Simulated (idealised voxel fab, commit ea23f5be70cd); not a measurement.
Proc. module: voxel self aligned vias
Shown is cross-section cut, with a width of 240 nm and square cells of size 5 nm.
In what follows, cross-sections appear as grids of square cells, described through bands that run from the top down, where every band is one or more rows of cells.
Basically the band line says how high the top is and how high the bottom is, in nm, and then what's in it from left to right, every material with its width in nm. Empty space shows up as "empty", and if a single material carries "everywhere" it runs the full band edge to edge.
Heads up on the height convention: 0 is the point under which the incoming wafer is all one material, and the lowest band has no bottom, it just keeps going down, like "top 0, no bottom".
When a width is written as two numbers, as in "30..40", the first number is the width in the top row of cells of the band and the second is the width in its bottom row, and the width changes by the same amount from each row to the next.
Take "no alteration" at face value: in the step it is given for, the cross-section changed in none of its cells.
"Sealed internal cavities" enumerates empty spaces isolated from the top, with no open way to it, that contain at least 8 cells, giving each as width x height at distance from the left edge, all three in nm.
Whatever follows a step's settings on its line is a remark the simulator itself makes about that step.
overlay nm: right-of-plan distance of the mask on a masked step; negative values mean left-of-plan.

-- Intended process steps
1: RECEIVE,material Si
2: CONFORMAL_DEP,material SiO2,thk nm 15
3: CONFORMAL_DEP,material SiCN,thk nm 5
4: DIRECTIONAL_DEP,material lowk,thk nm 25
5: MASKED_ETCH,tone open,mask id LINES,width nm 30,pitch nm 65,etch materials lowk,depth nm 25,overlay nm 0
6: CONFORMAL_DEP,material TiN,thk nm 5
7: FILL_DEP,material W,thk nm 10
8: CMP,height nm 45
9: SELECTIVE_ETCH,etch materials W Ru TiN,depth nm 10
10: FILL_DEP,material SiN,thk nm 5
11: CMP,height nm 45
12: DIRECTIONAL_DEP,material lowk,thk nm 20
13: PATTERN,tone open,mask id VIAS,material resist,width nm 40,pitch nm 65,thk nm 15,overlay nm 0
14: DIRECTIONAL_ETCH,etch materials lowk,depth nm 20
15: DIRECTIONAL_ETCH,etch materials SiN,depth nm 10
16: STRIP,etch materials resist
17: CONFORMAL_DEP,material TiN,thk nm 5
18: FILL_DEP,material Cu,thk nm 5
19: CMP,height nm 65
20: CONFORMAL_DEP,material SiCN,thk nm 5

-- As received (post step 1): cross-section
	top 0, no bottom  Si everywhere
	Sealed internal cavities: none

-- Module complete - cross-section of the first of two wafers, run according to plan
	top 70, bottom 65  SiCN everywhere
	top 65, bottom 50  lowk 35, TiN 5, Cu 30, TiN 5, lowk 25, TiN 5, Cu 30, TiN 5, lowk 25, TiN 5, Cu 30, TiN 5, lowk 35
	top 50, bottom 40  lowk 35..40, TiN 10..5, Cu 20, TiN 10..5, lowk 25..35, TiN 10..5, Cu 20, TiN 10..5, lowk 25..35, TiN 10..5, Cu 20, TiN 10..5, lowk 35..40
	top 40, bottom 35  lowk 40, TiN 30, lowk 35, TiN 30, lowk 35, TiN 30, lowk 40
	top 35, bottom 25  lowk 40, TiN 5, W 20, TiN 5, lowk 35, TiN 5, W 20, TiN 5, lowk 35, TiN 5, W 20, TiN 5, lowk 40
	top 25, bottom 20  lowk 40, TiN 30, lowk 35, TiN 30, lowk 35, TiN 30, lowk 40
	top 20, bottom 15  SiCN everywhere
	top 15, bottom 0  SiO2 everywhere
	top 0, no bottom  Si everywhere
	Sealed internal cavities: none

-- End-of-module cross-section of the second wafer: identical starting point and process plan to the first, with one processing mistake
	top 65, bottom 60  SiCN everywhere
	top 60, bottom 50  lowk 35, TiN 5, Cu 30, TiN 5, lowk 25, TiN 5, Cu 30, TiN 5, lowk 25, TiN 5, Cu 30, TiN 5, lowk 35
	top 50, bottom 40  lowk 35..40, TiN 10..5, Cu 20, TiN 10..5, lowk 25..35, TiN 10..5, Cu 20, TiN 10..5, lowk 25..35, TiN 10..5, Cu 20, TiN 10..5, lowk 35..40
	top 40, bottom 35  lowk 40, TiN 30, lowk 35, TiN 30, lowk 35, TiN 30, lowk 40
	top 35, bottom 25  lowk 40, TiN 5, W 20, TiN 5, lowk 35, TiN 5, W 20, TiN 5, lowk 35, TiN 5, W 20, TiN 5, lowk 40
	top 25, bottom 20  lowk 40, TiN 30, lowk 35, TiN 30, lowk 35, TiN 30, lowk 40
	top 20, bottom 15  SiCN everywhere
	top 15, bottom 0  SiO2 everywhere
	top 0, no bottom  Si everywhere
	Sealed internal cavities: none
Processing error: step 19 did not use the planned setting and instead ran as CMP,height nm 60
Materials where the second wafer ends with more or fewer cells than the first: Cu -18; TiN -6; lowk -24
